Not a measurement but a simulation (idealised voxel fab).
Name of the process module below: voxel self aligned contacts
Square cells of 5 nm make up the cross-section cut, whose width is 240 nm.
How to read a cross-section here: the picture is a grid of square cells, written as bands going from the top down, and any band can span one or more rows of cells. Each band's line starts with the height of the band's top and of its bottom, in nm. Then come its materials from left to right, each with its width in nm. One material with "everywhere" fills the band from edge to edge. "blank" is empty space. Measure heights from 0. That's the level where, below it, the as-received wafer is all one material. The lowest band is bottomless and extends downward; write it as in "0..down". A two-number width, for instance "30..40", indicates that the width is equal to the first number in the top row of the band and to the second number in the bottom row, and that it changes by a constant amount per row of cells. Step marked "stayed the same"? Then no cell in the cross-section changed in it. So "Closed void list" is basically the list of trapped voids: any empty space of 8 cells or more that can't reach the top through an opening. They're written width x height at distance, the distance being from the left edge, and it's all nm. That trailing text on a step's line, after the settings, is the simulator's own remark on the step. "overlay nm" on a masked step: distance the mask lay right of its planned place, negative for left.

# The process steps that were planned are listed below
1: RECEIVE with material Si
2: CONFORMAL_DEP with material SiO2, thk nm 5
3: DIRECTIONAL_DEP with material polySi, thk nm 20
4: DIRECTIONAL_DEP with material SiN, thk nm 20
5: MASKED_ETCH with tone cover, mask id GATE, width nm 25, pitch nm 65, etch materials SiN, depth nm 20, overlay nm 0
6: MASKED_ETCH with tone cover, mask id GATE, width nm 25, pitch nm 65, etch materials polySi, depth nm 20, overlay nm 0
7: CONFORMAL_DEP with material SiN, thk nm 10
8: DIRECTIONAL_ETCH with etch materials SiN, depth nm 10
9: FILL_DEP with material SiO2, thk nm 10
10: CMP with height nm 50
11: DIRECTIONAL_DEP with material aC, thk nm 15
12: PATTERN with tone open, mask id CONTACT, material resist, width nm 50, pitch nm 65, thk nm 30, overlay nm 0
13: DIRECTIONAL_ETCH with etch materials aC, depth nm 15
14: STRIP with etch materials resist
15: DIRECTIONAL_ETCH with etch materials SiO2, depth nm 50
16: STRIP with etch materials aC
17: CONFORMAL_DEP with material TiN, thk nm 5
18: FILL_DEP with material Ru, thk nm 10
19: CMP with height nm 50
20: CONFORMAL_DEP with material SiN, thk nm 5

# Wafer at receipt (post step 1), cross-section
> 0..down  Si everywhere
> Closed void list: none

# End-of-module XS, first of two wafers, run as planned
> 55..50  SiN everywhere
> 50..45  SiO2 (60); TiN (20); Ru (10); TiN (20); SiO2 (15); TiN (20); Ru (10); TiN (20); SiO2 (65)
> 45..25  SiO2 (30); SiN (45); TiN (5); Ru (10); TiN (5); SiN (45); TiN (5); Ru (10); TiN (5); SiN (45); SiO2 (35)
> 25..5  SiO2 (30); SiN (10); polySi (25); SiN (10); TiN (5); Ru (10); TiN (5); SiN (10); polySi (25); SiN (10); TiN (5); Ru (10); TiN (5); SiN (10); polySi (25); SiN (10); SiO2 (35)
> 5..0  SiO2 (75); TiN (20); SiO2 (45); TiN (20); SiO2 (80)
> 0..down  Si everywhere
> Closed void list: none

# End of module, second wafer, cross-section. Started like the first, planned like the first, run with one mistake
> 55..50  SiN everywhere
> 50..40  SiO2 (60..30); TiN (5..35); Ru (105); TiN (5..35); SiO2 (65..35)
> 40..30  SiO2 (30); TiN (5); Ru (165); TiN (5); SiO2 (35)
> 30..25  SiO2 (30); TiN (40); Ru (30); TiN (35); Ru (30); TiN (40); SiO2 (35)
> 25..10  SiO2 (30); TiN (10); polySi (25); TiN (5); Ru (30); TiN (5); polySi (25); TiN (5); Ru (30); TiN (5); polySi (25); TiN (10); SiO2 (35)
> 10..5  SiO2 (30); TiN (10); polySi (25); TiN (15); Ru (10); TiN (15); polySi (25); TiN (15); Ru (10); TiN (15); polySi (25); TiN (10); SiO2 (35)
> 5..0  SiO2 (75); TiN (20); SiO2 (45); TiN (20); SiO2 (80)
> 0..down  Si everywhere
> Closed void list: none
Misprocessing identified: step 16 off recipe, ran as STRIP with etch materials SiN
Final comparison by cell count, materials where the second wafer has more or fewer than the first: Ru: 124 more | SiN: 156 fewer | SiO2: 3 fewer | TiN: 35 more
